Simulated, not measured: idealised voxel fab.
A process module follows: voxel wiring stack.
280 nm wide, 5 nm square cells: that's cross-section cut.
Cross-section format: a grid of square cells, given as bands from top to bottom; each band is one or more rows of cells. The entry gives the band's vertical extent as a top height and a bottom height in nm, then its horizontal make-up as materials from left to right, each with a width in nm. "air" stands for empty space; a single material marked "all across" fills the band edge to edge. Heights are expressed relative to 0, this being the level below which the as-received wafer comprises one material exclusively. The lowest band is unbounded in the downward direction and is denoted as in "0..down". Per-row width for "30..40": begins at first number (top row of band), ends at second number (bottom row), increment between rows held constant. The cross-section has no changed cell in any step marked "left unchanged". If an empty space has no open way to the top and is at least 8 cells in size, "Enclosed internal cavities" lists it, written width x height at distance, where distance is measured from the left edge and every value is in nm. What comes after the settings on a step's line is commentary from the simulator itself on that step. You can add "overlay nm" to a step's line. For a step with a mask, it describes how far the mask lay to the right of its planned position, and a negative number describes a lay to the left.
-- Set out below are the planned steps of the process
1. RECEIVE (material Si)
2. CONFORMAL_DEP (material SiO2; thk nm 10)
3. CONFORMAL_DEP (material SiCN; thk nm 5)
4. DIRECTIONAL_DEP (material lowk; thk nm 25)
5. DIRECTIONAL_DEP (material aC; thk nm 10)
6. PATTERN (tone open; mask id METAL_1; material resist; width nm 20; pitch nm 45; thk nm 30; overlay nm 0)
7. DIRECTIONAL_ETCH (etch materials aC; depth nm 10)
8. STRIP (etch materials resist)
9. DIRECTIONAL_ETCH (etch materials lowk; depth nm 25)
10. DIRECTIONAL_ETCH (etch materials SiCN; depth nm 5)
11. STRIP (etch materials aC)
12. CONFORMAL_DEP (material TiN; thk nm 5)
13. FILL_DEP (material W; thk nm 5)
14. CMP (height nm 40)
15. CONFORMAL_DEP (material SiCN; thk nm 5)
16. DIRECTIONAL_DEP (material SiO2; thk nm 25)
17. DIRECTIONAL_DEP (material aC; thk nm 15)
18. PATTERN (tone open; mask id METAL_2_HOLES; material resist; width nm 15; thk nm 30; overlay nm 0)
19. DIRECTIONAL_ETCH (etch materials aC; depth nm 15)
20. STRIP (etch materials resist)
21. DIRECTIONAL_ETCH (etch materials SiO2; depth nm 25)
22. STRIP (etch materials aC)
23. PATTERN (tone open; mask id METAL_2; material resist; width nm 30; pitch nm 45; thk nm 20; overlay nm 0)
24. DIRECTIONAL_ETCH (etch materials SiO2; depth nm 15)
25. DIRECTIONAL_ETCH (etch materials SiCN; depth nm 5)
26. STRIP (etch materials resist)
27. CONFORMAL_DEP (material TiN; thk nm 5)
28. FILL_DEP (material Cu; thk nm 10)
29. CMP (height nm 70)
30. CONFORMAL_DEP (material SiCN; thk nm 5)
31. DIRECTIONAL_DEP (material SiO2; thk nm 15)
32. MASKED_ETCH (tone open; mask id PLUG_2; width nm 15; pitch nm 45; etch materials SiO2; depth nm 15; overlay nm 0)
33. MASKED_ETCH (tone open; mask id PLUG_2; width nm 15; pitch nm 45; etch materials SiCN; depth nm 5; overlay nm 0)
34. EPI (material Ru; thk nm 10)
35. EPI (material Ru; thk nm 10)
36. DIRECTIONAL_DEP (material TiN; thk nm 5)
37. DIRECTIONAL_DEP (material W; thk nm 20)
38. PATTERN (tone cover; mask id METAL_3; material resist; width nm 30; pitch nm 45; thk nm 15; overlay nm 0)
39. DIRECTIONAL_ETCH (etch materials W; depth nm 20)
40. DIRECTIONAL_ETCH (etch materials TiN; depth nm 5)
41. STRIP (etch materials resist)
42. CONFORMAL_DEP (material SiCN; thk nm 5)
43. FILL_DEP (material SiO2; thk nm 5)
44. CMP (height nm 115)
45. CONFORMAL_DEP (material SiCN; thk nm 5)
46. DIRECTIONAL_DEP (material SiO2; thk nm 10)
47. DIRECTIONAL_DEP (material aC; thk nm 15)
48. PATTERN (tone open; mask id PLUG_3; material resist; width nm 15; thk nm 35; overlay nm 0)
49. DIRECTIONAL_ETCH (etch materials aC; depth nm 15)
50. STRIP (etch materials resist)
51. DIRECTIONAL_ETCH (etch materials SiO2; depth nm 10)
52. DIRECTIONAL_ETCH (etch materials SiCN; depth nm 5)
53. STRIP (etch materials aC)
54. CONFORMAL_DEP (material TiN; thk nm 5)
55. FILL_DEP (material Ru; thk nm 10)
56. CMP (height nm 130)
57. CONFORMAL_DEP (material SiN; thk nm 5)
58. DIRECTIONAL_DEP (material SiO2; thk nm 25)
59. DIRECTIONAL_DEP (material aC; thk nm 10)
60. PATTERN (tone open; mask id METAL_4; material resist; width nm 30; pitch nm 45; thk nm 25; overlay nm 0)
61. DIRECTIONAL_ETCH (etch materials aC; depth nm 10)
62. STRIP (etch materials resist)
63. DIRECTIONAL_ETCH (etch materials SiO2; depth nm 25)
64. DIRECTIONAL_ETCH (etch materials SiN; depth nm 5)
65. STRIP (etch materials aC)
66. CONFORMAL_DEP (material TiN; thk nm 5)
67. FILL_DEP (material Cu; thk nm 5)
68. CMP (height nm 160)
69. CONFORMAL_DEP (material SiN; thk nm 5)
Among the wafers covered here, the point of difference is the width nm at step 6; their starting state is shared, and the plan presents the value of the first wafer.
-- The first of several wafers in cross-section, exactly as it reached us after step 1
    0..down = Si all across
    Enclosed internal cavities: none
-- Below: a row per wafer. Contents at end of module: for every material, cells gained since receipt (+) or lost since receipt (-); then closed voids
width nm 20 | +59 Cu | +26 Ru | +264 SiCN | +100 SiN | +986 SiO2 | +105 TiN | +68 W | +240 lowk | Enclosed internal cavities: none
width nm 25 | +59 Cu | +26 Ru | +262 SiCN | +100 SiN | +986 SiO2 | +107 TiN | +78 W | +230 lowk | Enclosed internal cavities: none
width nm 30 | +59 Cu | +26 Ru | +260 SiCN | +100 SiN | +986 SiO2 | +109 TiN | +88 W | +220 lowk | Enclosed internal cavities: none
